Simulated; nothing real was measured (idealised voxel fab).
Name of the process module below: voxel lift off
Cross-section cut: width 190 nm, square cells of 5 nm.
Cross-section spec: square-cell grid; bands listed top down; each band is one or more rows. The band entry comprises the height of the band's top followed by the height of its bottom, expressed in nm, and subsequently the band's materials from left to right, each stated together with its width in nm. Where a single material is marked with the word "throughout", that material fills the band from edge to edge. The word "blank" represents empty space. The level at which height equals 0 is the one under which the wafer, as it arrives, is entirely one material. No lower edge exists for the bottom band, which continues downward and is notated as in "0..down". The two numbers in a width such as "30 to 40" mark its ends across the band: the first belongs to the top row of cells, the second to the bottom row, and from each row to the next the width moves by the same amount. Given "no change" for a step, no cell of the cross-section differs between before and after that step. So "Sealed cavities" is basically the list of trapped voids: any empty space of 8 cells or more that can't reach the top through an opening. They're written width x height at distance, the distance being from the left edge, and it's all nm. Step line, after settings: the simulator's comment on this step. The setting "overlay nm" may be written on the line of a step. When the step uses a mask, the value reports how far to the right of the planned place the mask lay, and a negative value reports that it lay to the left.
-- So here's the lineup of process steps we planned
- 1: RECEIVE [material Si]
- 2: CONFORMAL_DEP [material Al2O3] [thk nm 15]
- 3: PATTERN [tone open] [mask id LINES] [material resist] [width nm 20] [pitch nm 45] [thk nm 30] [overlay nm 0]
- 4: DIRECTIONAL_DEP [material Ru] [thk nm 15]
- 5: STRIP [etch materials resist]
- 6: CONFORMAL_DEP [material SiCN] [thk nm 10]
-- As received (post step 1): cross-section
	0..down | Si throughout
	Sealed cavities: none
-- Final cross-section, module run with one mistake (start and plan as above)
	40..30 | 5 of blank; 180 of SiCN; 5 of blank
	30..25 | 5 of blank; 10 of SiCN; 25 of Ru; 20 of SiCN; 25 of Ru; 20 of SiCN; 25 of Ru; 20 of SiCN; 25 of Ru; 10 of SiCN; 5 of blank
	25..15 | 15 of SiCN; 25 of Ru; 20 of SiCN; 25 of Ru; 20 of SiCN; 25 of Ru; 20 of SiCN; 25 of Ru; 15 of SiCN
	15..0 | Al2O3 throughout
	0..down | Si throughout
	Sealed cavities: none
Deviation from plan: not per plan at step 3, really ran PATTERN [tone open] [mask id LINES] [material resist] [width nm 25] [pitch nm 45] [thk nm 30] [overlay nm 0]
